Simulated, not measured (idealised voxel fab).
You're looking at the process module voxel self aligned contacts.
The cross-section shown here is cut; it is 260 nm wide and divided into square cells measuring 5 nm on a side.
Think of the cross-section as a grid of square cells. We describe it in bands, top to bottom, and each band covers one or more rows of those cells. Band: top height; bottom height; in nm. Then, left to right: material with width in nm, for each material. "all across": a single material spanning edge to edge. "empty": empty space. Convention: height 0 is the level below which the wafer, as received, is all one material. The lowest band does not terminate at the bottom but continues downward, represented as "0 down". With a width like "30..40", each row of cells in the band differs from the next by the same amount, the top row carrying the first number and the bottom row the second. "no alterations made" (step): cross-section cells unchanged, all of them. Any empty space of 8 cells or more lacking an open way to the top shows up in "Voids, enclosed" as width x height at distance, distance from the left edge, in nm. Post-settings text on a step line: simulator's own remark regarding the step. If you see "overlay nm" on a step's line and that step has a mask, it's telling you how far right of where it was planned the mask ended up; a negative number means it went left instead.
## Process steps (planned)
1. RECEIVE,material Si
2. OXIDIZE,depth nm 5
3. DIRECTIONAL_DEP,material polySi,thk nm 30
4. DIRECTIONAL_DEP,material SiN,thk nm 15
5. MASKED_ETCH,tone cover,mask id GATE,width nm 25,pitch nm 60,etch materials SiN,depth nm 15,overlay nm 0
6. MASKED_ETCH,tone cover,mask id GATE,width nm 25,pitch nm 60,etch materials polySi,depth nm 30,overlay nm -15
7. CONFORMAL_DEP,material SiN,thk nm 5
8. DIRECTIONAL_ETCH,etch materials SiN,depth nm 5
9. FILL_DEP,material SiO2,thk nm 20
10. CMP,height nm 55
11. MASKED_ETCH,tone open,mask id CONTACT,width nm 45,etch materials SiO2,depth nm 60,overlay nm 0
12. CONFORMAL_DEP,material TiN,thk nm 5
13. FILL_DEP,material W,thk nm 10
14. CMP,height nm 55
15. CONFORMAL_DEP,material SiN,thk nm 5
The overlay nm used in step 6 is not the same on every wafer, whereas the starting condition is; the value printed in the plan is the first wafer's.
## Received wafers, first of several: cross-section after step 1
    0 down | Si all across
    Voids, enclosed: none
## The figure below presents a cross-section of the first of several wafers at the conclusion of the module, following its last step, step 15
    60 to 55 | SiN all across
    55 to 45 | SiO2 105, then TiN 5..15, then W 35..15, then TiN 5..15, then SiO2 110
    45 to 35 | SiO2 80, then SiN 35, then TiN 5, then W 15, then TiN 5, then SiN 35, then SiO2 85
    35 to 30 | SiO2 80, then SiN 35, then TiN 25, then SiN 35, then SiO2 85
    30 to 0 | SiO2 65, then SiN 5, then polySi 40, then SiN 5, then TiN 10, then SiN 5, then polySi 40, then SiN 5, then SiO2 85
    0 to -5 | SiO2 115, then TiN 10, then SiO2 135
    -5 down | Si all across
    Voids, enclosed: none
## Here we cross-sectioned the last of the wafers once the module was done
    60 to 55 | SiN all across
    55 to 45 | SiO2 105, then TiN 5..15, then W 35..15, then TiN 5..15, then SiO2 110
    45 to 35 | SiO2 80, then SiN 35, then TiN 5, then W 15, then TiN 5, then SiN 35, then SiO2 85
    35 to 30 | SiO2 80, then SiN 35, then TiN 25, then SiN 35, then SiO2 85
    30 to 0 | SiO2 80, then SiN 5, then polySi 40, then SiN 5, then TiN 10, then SiN 5, then polySi 40, then SiN 5, then SiO2 70
    0 to -5 | SiO2 130, then TiN 10, then SiO2 120
    -5 down | Si all across
    Voids, enclosed: none
## The table below has one row for each wafer; a row shows, as of the end of the module, how many cells of each material the wafer has gained, marked (+), or lost, marked (-), since it was received, and then the wafer's closed voids
overlay nm -15, -52 Si, +118 SiN, +415 SiO2, +31 TiN, +16 W, +96 polySi, Voids, enclosed: none
overlay nm -10, -52 Si, +118 SiN, +420 SiO2, +31 TiN, +23 W, +84 polySi, Voids, enclosed: none
overlay nm -5, -52 Si, +118 SiN, +425 SiO2, +31 TiN, +30 W, +72 polySi, Voids, enclosed: none
overlay nm 0, -52 Si, +118 SiN, +430 SiO2, +31 TiN, +37 W, +60 polySi, Voids, enclosed: none
overlay nm 5, -52 Si, +118 SiN, +425 SiO2, +31 TiN, +30 W, +72 polySi, Voids, enclosed: none
overlay nm 10, -52 Si, +118 SiN, +420 SiO2, +31 TiN, +23 W, +84 polySi, Voids, enclosed: none
overlay nm 15, -52 Si, +118 SiN, +415 SiO2, +31 TiN, +16 W, +96 polySi, Voids, enclosed: none
